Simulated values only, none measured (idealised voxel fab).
Module name: voxel trench capacitor (process module)
Shown is cross-section cut, with a width of 250 nm and square cells of size 5 nm.
Cross-section, as written here: a square-cell grid given band by band from the top down, where a band holds one or more rows of cells. What a band's entry tells you: where the top is and where the bottom is, as heights in nm, and after that what lies inside, material by material from left to right, each with its width in nm. Empty space is written as the word "air", and a single material marked with the word "edge to edge" occupies the band from edge to edge. It should be noted that heights are counted from 0, beneath which the wafer as supplied is of one material throughout, and that the lowest band possesses no lower boundary but continues downward, as written in "z 0 and below". It should be noted that a width expressed as "30->40" varies in equal increments from row to row of cells within the band, taking the value of the first number at the top row and that of the second number at the bottom row. Step note "remained unchanged" = no cross-section cell changed. For the entry "Non-vented voids", the listed items are empty spaces with no open way to the top whose size is 8 cells or more; each item follows the pattern width x height at distance, where distance is from the left edge and all three are in nm. Post-settings text on a step line: simulator's own remark regarding the step. "overlay nm", when on a step's line for a step with a mask, measures how far to the right of its planned place the mask lay; a negative measure means to the left.

LIST OF PLANNED PROCESS STEPS
| 1 | RECEIVE, material Si |
| 2 | CONFORMAL_DEP, material SiN, thk nm 10 |
| 3 | PATTERN, tone open, mask id TRENCH, material resist, width nm 20, pitch nm 40, thk nm 20, overlay nm 0 |
| 4 | DIRECTIONAL_ETCH, etch materials SiN, depth nm 10 |
| 5 | DIRECTIONAL_ETCH, etch materials Si, depth nm 35 |
| 6 | STRIP, etch materials resist |
| 7 | CONFORMAL_DEP, material Al2O3, thk nm 5 |
| 8 | FILL_DEP, material polySi, thk nm 5 |
| 9 | CMP, height nm 10 |

DELIVERED WAFER IN CROSS-SECTION: STATE AFTER STEP 1
  z 0 and below: Si edge to edge
  Non-vented voids: none

FIRST OF TWO WAFERS AT THE END OF THE MODULE, SHOWN IN CROSS-SECTION; RUN CARRIED OUT AS PLANNED
  z 10 to 0: 95 of SiN, then 5 of Al2O3, then 10 of polySi, then 5 of Al2O3, then 20 of SiN, then 5 of Al2O3, then 10 of polySi, then 5 of Al2O3, then 95 of SiN
  z 0 to -30: 95 of Si, then 5 of Al2O3, then 10 of polySi, then 5 of Al2O3, then 20 of Si, then 5 of Al2O3, then 10 of polySi, then 5 of Al2O3, then 95 of Si
  z -30 to -35: 95 of Si, then 20 of Al2O3, then 20 of Si, then 20 of Al2O3, then 95 of Si
  z -35 and below: Si edge to edge
  Non-vented voids: none

WAFER TWO (OF TWO), END-OF-MODULE CROSS-SECTION: START = WAFER ONE, PLAN = WAFER ONE, ONE RUN MISTAKE
  z 5 to 0: 95 of SiN, then 5 of Al2O3, then 10 of polySi, then 5 of Al2O3, then 20 of SiN, then 5 of Al2O3, then 10 of polySi, then 5 of Al2O3, then 95 of SiN
  z 0 to -30: 95 of Si, then 5 of Al2O3, then 10 of polySi, then 5 of Al2O3, then 20 of Si, then 5 of Al2O3, then 10 of polySi, then 5 of Al2O3, then 95 of Si
  z -30 to -35: 95 of Si, then 20 of Al2O3, then 20 of Si, then 20 of Al2O3, then 95 of Si
  z -35 and below: Si edge to edge
  Non-vented voids: none
Which mistake was made when the wafer was run? planned and actual differ for step 9; actual: CMP, height nm 5
FYI, end of process, the second wafer has more or fewer cells of some materials than the first: 4 fewer of Al2O3, 42 fewer of SiN, 4 fewer of polySi
